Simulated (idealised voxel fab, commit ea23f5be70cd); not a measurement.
Name of the process module below: voxel fin reveal
The cross-section on display is named cut; it measures 210 nm wide, and its cells are 5 nm squares.
A cross-section is a grid of square cells, given in bands from the top down. A band is one or more rows of cells. This entry defines a band. It first specifies the height of the band's top and the height of its bottom in nm, and then specifies the band's materials from left to right, stating each material with its width in nm. The word "everywhere" identifies a single material that fills the band from edge to edge, while the word "air" identifies empty space. Height is counted from the level 0, under which the received wafer is composed throughout of one material. The lowest of the bands is not closed at the bottom but continues downward, in the notation "from 0 down". The notation "30->40" denotes a width that varies across the rows of cells in the band, beginning at the first number in the top row, finishing at the second number in the bottom row, and changing by an identical amount from each row to the next. "identical to before" after a step means that no cell of the cross-section changed. "Voids, sealed" means: voids of 8 cells or more that are shut off from the top with no open way through. Written width x height at distance, distance from the left edge, in nm. Post-settings text on a step line: simulator's own remark regarding the step. The "overlay nm" setting may appear on a step's line; for a step that uses a mask, it gives how far to the right of its planned position the mask lay, and a negative value indicates the left.

[Planned step list for the process]
1) RECEIVE [material Si]
2) CONFORMAL_DEP [material SiN] [thk nm 10]
3) DIRECTIONAL_DEP [material aC] [thk nm 15]
4) PATTERN [tone cover] [mask id FINS] [material resist] [width nm 15] [pitch nm 40] [thk nm 35] [overlay nm 0]
5) DIRECTIONAL_ETCH [etch materials aC] [depth nm 15]
6) STRIP [etch materials resist]
7) DIRECTIONAL_ETCH [etch materials SiN] [depth nm 10]
8) DIRECTIONAL_ETCH [etch materials Si] [depth nm 35]
9) STRIP [etch materials aC]
10) FILL_DEP [material SiO2] [thk nm 5]
11) CMP [height nm 10]
12) SELECTIVE_ETCH [etch materials SiO2] [depth nm 30]
13) STRIP [etch materials SiN]
14) CONFORMAL_DEP [material SiO2] [thk nm 5]
For this document, wafers share an identical start and vary in the step 4 width nm; the plan quotes the first wafer's value.

[The first of several wafers, as received after step 1, seen in section]
> from 0 down = Si everywhere
> Voids, sealed: none

[After the module's final step, step 14: the first of several wafers in cross-section]
> from 5 to 0 = 50 of air, then 25 of SiO2, then 15 of air, then 25 of SiO2, then 15 of air, then 25 of SiO2, then 55 of air
> from 0 to -15 = 50 of air, then 5 of SiO2, then 15 of Si, then 5 of SiO2, then 15 of air, then 5 of SiO2, then 15 of Si, then 5 of SiO2, then 15 of air, then 5 of SiO2, then 15 of Si, then 5 of SiO2, then 55 of air
> from -15 to -35 = 55 of SiO2, then 15 of Si, then 25 of SiO2, then 15 of Si, then 25 of SiO2, then 15 of Si, then 60 of SiO2
> from -35 down = Si everywhere
> Voids, sealed: none

[Sectional view of the last wafer upon completion of the module]
> from 5 to 0 = 45 of air, then 35 of SiO2, then 5 of air, then 35 of SiO2, then 5 of air, then 35 of SiO2, then 50 of air
> from 0 to -15 = 45 of air, then 5 of SiO2, then 25 of Si, then 5 of SiO2, then 5 of air, then 5 of SiO2, then 25 of Si, then 5 of SiO2, then 5 of air, then 5 of SiO2, then 25 of Si, then 5 of SiO2, then 50 of air
> from -15 to -35 = 50 of SiO2, then 25 of Si, then 15 of SiO2, then 25 of Si, then 15 of SiO2, then 25 of Si, then 55 of SiO2
> from -35 down = Si everywhere
> Voids, sealed: none

[each wafer at the end: cells of each material gained (+) or lost (-) since it was received, then its closed voids]
width nm 15, -231 Si, +165 SiO2, Voids, sealed: none
width nm 20, -210 Si, +156 SiO2, Voids, sealed: none
width nm 25, -189 Si, +147 SiO2, Voids, sealed: none
